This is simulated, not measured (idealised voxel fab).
Documented hereafter: the process module known as voxel air gaps.
Displayed cross-section: cut, width of 240 nm, square cells sized 5 nm.
For the purposes of this document, a cross-section shall be understood as a grid of square cells, specified as bands listed in top-to-bottom order, each band consisting of one or more rows of cells.
First you get the band's top height and its bottom height, in nm, and then the materials it's made of, left to right, with each width in nm. If you see a single material with "full width", that one covers the band edge to edge. "empty" is empty space.
A quick word on heights: they are counted from 0, and under that level the wafer as it came to us is one material throughout. The lowest band is different from the rest in having no bottom; it simply continues downward, written as in "0 and below".
Top row gets the first number, bottom row gets the second, and each row in between changes by the same step: that is how a band width like "30..40" works.
What does "no change occurred" mean for a step? It means no cell of the cross-section changed in that step.
You'll see "Sealed internal voids" listing empty spaces that have no way open to the top, as long as they're 8 cells or more; the notation is width x height at distance, where the distance is from the left edge, and all of it is in nm.
after a step's settings: what the simulator itself notes on the step
overlay nm: right-of-plan distance of the mask on a masked step; negative values mean left-of-plan.

### The following list gives the planned process steps
1) RECEIVE,material Si
2) CONFORMAL_DEP,material SiO2,thk nm 15
3) CONFORMAL_DEP,material SiN,thk nm 5
4) DIRECTIONAL_DEP,material SiO2,thk nm 30
5) MASKED_ETCH,tone open,mask id LINES,width nm 25,pitch nm 55,etch materials SiO2,depth nm 30,overlay nm 0
6) CONFORMAL_DEP,material TiN,thk nm 5
7) FILL_DEP,material W,thk nm 5
8) CMP,height nm 50
9) EPI,material Ru,thk nm 10
10) SELECTIVE_ETCH,etch materials SiO2,depth nm 40
11) CONFORMAL_DEP,material SiN,thk nm 5

### Wafer cross-section on receipt, i.e. after step 1
    0 and below = Si full width
    Sealed internal voids: none

### Below is the wafer in cross-section after the module was completed. It began from the starting point shown above and followed the plan shown above, except that one mistake was made while running it
    65 down to 60 = 40 nm empty | 45 nm SiN | 10 nm empty | 45 nm SiN | 10 nm empty | 45 nm SiN | 45 nm empty
    60 down to 50 = 40 nm empty | 5 nm SiN | 35 nm Ru | 5 nm SiN | 10 nm empty | 5 nm SiN | 35 nm Ru | 5 nm SiN | 10 nm empty | 5 nm SiN | 35 nm Ru | 5 nm SiN | 45 nm empty
    50 down to 45 = 40 nm empty | 15 nm SiN | 5 nm TiN | 5 nm W | 5 nm TiN | 15 nm SiN | 10 nm empty | 15 nm SiN | 5 nm TiN | 5 nm W | 5 nm TiN | 15 nm SiN | 10 nm empty | 15 nm SiN | 5 nm TiN | 5 nm W | 5 nm TiN | 15 nm SiN | 45 nm empty
    45 down to 25 = 50 nm empty | 5 nm SiN | 5 nm TiN | 5 nm W | 5 nm TiN | 5 nm SiN | 30 nm empty | 5 nm SiN | 5 nm TiN | 5 nm W | 5 nm TiN | 5 nm SiN | 30 nm empty | 5 nm SiN | 5 nm TiN | 5 nm W | 5 nm TiN | 5 nm SiN | 55 nm empty
    25 down to 20 = 55 nm SiN | 15 nm TiN | 40 nm SiN | 15 nm TiN | 40 nm SiN | 15 nm TiN | 60 nm SiN
    20 down to 15 = SiN full width
    15 down to 0 = SiO2 full width
    0 and below = Si full width
    Sealed internal voids: none
Finding, execution versus plan: so step 5 ended up running with a different setting than we planned, it ran as MASKED_ETCH,tone open,mask id LINES,width nm 15,pitch nm 55,etch materials SiO2,depth nm 30,overlay nm 0
